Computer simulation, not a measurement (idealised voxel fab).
Process module, titled voxel self aligned contacts
195 nm wide, 5 nm square cells: that's cross-section cut.
How to read a cross-section here: the picture is a grid of square cells, written as bands going from the top down, and any band can span one or more rows of cells.
Per band: top height and bottom height in nm, followed by the left-to-right materials and their widths in nm; "edge to edge" marks a single material spanning edge to edge, "air" marks empty space.
Ref level 0: as-received wafer is one material below here. Bottom band extends down with no lower bound ("from 0 down").
Graded width ("30..40"): value in top row of band = first number; value in bottom row = second number; row-to-row change constant.
No cell of the cross-section changed in a step that is given as "nothing got changed".
Closed void catalog: empty space of 8 cells or more with no open way to the top, each as width x height at its distance from the left edge, in nm
Step line, after settings: the simulator's comment on this step.
overlay nm: how far to the right of its planned place the mask lay on this masked step (negative: to the left).

-- Process steps foreseen in the plan
step 1: RECEIVE: material Si
step 2: OXIDIZE: depth nm 5
step 3: DIRECTIONAL_DEP: material polySi, thk nm 20
step 4: DIRECTIONAL_DEP: material SiN, thk nm 20
step 5: DIRECTIONAL_DEP: material aC, thk nm 15
step 6: PATTERN: tone cover, mask id GATE, material resist, width nm 25, pitch nm 65, thk nm 30, overlay nm 0
step 7: DIRECTIONAL_ETCH: etch materials aC, depth nm 15
step 8: STRIP: etch materials resist
step 9: DIRECTIONAL_ETCH: etch materials SiN, depth nm 20
step 10: DIRECTIONAL_ETCH: etch materials polySi, depth nm 20
step 11: STRIP: etch materials aC
step 12: CONFORMAL_DEP: material SiN, thk nm 10
step 13: DIRECTIONAL_ETCH: etch materials SiN, depth nm 10
step 14: FILL_DEP: material SiO2, thk nm 20
step 15: CMP: height nm 50
step 16: PATTERN: tone open, mask id CONTACT, material resist, width nm 50, pitch nm 65, thk nm 20, overlay nm 0
step 17: DIRECTIONAL_ETCH: etch materials SiO2, depth nm 55
step 18: STRIP: etch materials resist
step 19: CONFORMAL_DEP: material TiN, thk nm 5
step 20: FILL_DEP: material Ru, thk nm 5
step 21: CMP: height nm 50
step 22: CONFORMAL_DEP: material SiCN, thk nm 5

-- as received, after step 1
* from 0 down = Si edge to edge
* Closed void catalog: none

-- first wafer at the end, as planned
* from 55 to 50 = SiCN edge to edge
* from 50 to 40 = 40 nm SiO2 | 5..20 nm TiN | 40..10 nm Ru | 5..20 nm TiN | 15 nm SiO2 | 5..20 nm TiN | 40..10 nm Ru | 5..20 nm TiN | 40 nm SiO2
* from 40 to 20 = 10 nm SiO2 | 45 nm SiN | 5 nm TiN | 10 nm Ru | 5 nm TiN | 45 nm SiN | 5 nm TiN | 10 nm Ru | 5 nm TiN | 45 nm SiN | 10 nm SiO2
* from 20 to 0 = 10 nm SiO2 | 10 nm SiN | 25 nm polySi | 10 nm SiN | 5 nm TiN | 10 nm Ru | 5 nm TiN | 10 nm SiN | 25 nm polySi | 10 nm SiN | 5 nm TiN | 10 nm Ru | 5 nm TiN | 10 nm SiN | 25 nm polySi | 10 nm SiN | 10 nm SiO2
* from 0 to -5 = 55 nm SiO2 | 20 nm TiN | 45 nm SiO2 | 20 nm TiN | 55 nm SiO2
* from -5 down = Si edge to edge
* Closed void catalog: none

-- Cross-section, wafer two of two, end of module: same start and plan as wafer one, one error in execution
* from 55 to 50 = SiCN edge to edge
* from 50 to 40 = 40 nm SiO2 | 5..20 nm polySi | 40..10 nm Ru | 5..20 nm polySi | 15 nm SiO2 | 5..20 nm polySi | 40..10 nm Ru | 5..20 nm polySi | 40 nm SiO2
* from 40 to 20 = 10 nm SiO2 | 45 nm SiN | 5 nm polySi | 10 nm Ru | 5 nm polySi | 45 nm SiN | 5 nm polySi | 10 nm Ru | 5 nm polySi | 45 nm SiN | 10 nm SiO2
* from 20 to 0 = 10 nm SiO2 | 10 nm SiN | 25 nm polySi | 10 nm SiN | 5 nm polySi | 10 nm Ru | 5 nm polySi | 10 nm SiN | 25 nm polySi | 10 nm SiN | 5 nm polySi | 10 nm Ru | 5 nm polySi | 10 nm SiN | 25 nm polySi | 10 nm SiN | 10 nm SiO2
* from 0 to -5 = 55 nm SiO2 | 20 nm polySi | 45 nm SiO2 | 20 nm polySi | 55 nm SiO2
* from -5 down = Si edge to edge
* Closed void catalog: none
Against the plan, the run slipped here: planned and actual differ for step 19; actual: CONFORMAL_DEP: material polySi, thk nm 5
at the end the second wafer has, in cells: TiN: 60 fewer, polySi: 60 more
